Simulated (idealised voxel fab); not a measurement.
process module | voxel spacer lines
cross-section cut | 300 nm wide | cells 5 nm
A cross-section is a grid of square cells, given in bands from the top down. A band is one or more rows of cells.
Each band's line starts with the height of the band's top and of its bottom, in nm. Then come its materials from left to right, each with its width in nm. One material with "throughout" fills the band from edge to edge. "air" is empty space.
Height 0 is the level under which the wafer as received is all one material. The lowest band goes on downwards, as in "0 down".
A width such as "30 to 40" changes by the same amount from each row of cells to the next, from the band's top row to its bottom row.
"no change" after a step means that no cell of the cross-section changed.
closed voids: empty space of 8 cells or more with no open way to the top, each as width x height at its distance from the left edge, in nm
after a step's settings: what the simulator itself notes on the step
overlay nm, on a step with a mask: how far to the right of its planned place the mask lay; to the left if negative
plan
1 op RECEIVE | material Si
2 op CONFORMAL_DEP | material Al2O3 | thk nm 5
3 op DIRECTIONAL_DEP | material W | thk nm 10
4 op DIRECTIONAL_DEP | material aC | thk nm 20
5 op PATTERN | tone cover | mask id MANDREL | material resist | width nm 15 | pitch nm 50 | thk nm 30 | overlay nm 0
6 op DIRECTIONAL_ETCH | etch materials aC | depth nm 20
7 op STRIP | etch materials resist
8 op CONFORMAL_DEP | material SiO2 | thk nm 10
9 op DIRECTIONAL_ETCH | etch materials SiO2 | depth nm 10
10 op STRIP | etch materials aC
11 op DIRECTIONAL_ETCH | etch materials W | depth nm 10
12 op STRIP | etch materials SiO2
13 op FILL_DEP | material SiO2 | thk nm 5
14 op CMP | height nm 15
varied across the wafers: thk nm of step 2. The plan shows the first wafer's value. All wafers start alike
first wafer as received, after step 1
  0 down: Si throughout
  closed voids: none
first wafer at the end, after step 14
  15 to 5: SiO2 80 | W 10 | SiO2 15 | W 10 | SiO2 15 | W 10 | SiO2 15 | W 10 | SiO2 15 | W 10 | SiO2 15 | W 10 | SiO2 85
  5 to 0: Al2O3 throughout
  0 down: Si throughout
  closed voids: none
last wafer at the end
  15 to 0: Al2O3 throughout
  0 down: Si throughout
  closed voids: none
each wafer at the end: cells of each material gained (+) or lost (-) since it was received, then its closed voids
thk nm 5 | +60 Al2O3 | +96 SiO2 | +24 W | closed voids: none
thk nm 10 | +120 Al2O3 | +48 SiO2 | +12 W | closed voids: none
thk nm 15 | +180 Al2O3 | closed voids: none
thk nm 20 | +180 Al2O3 | closed voids: none
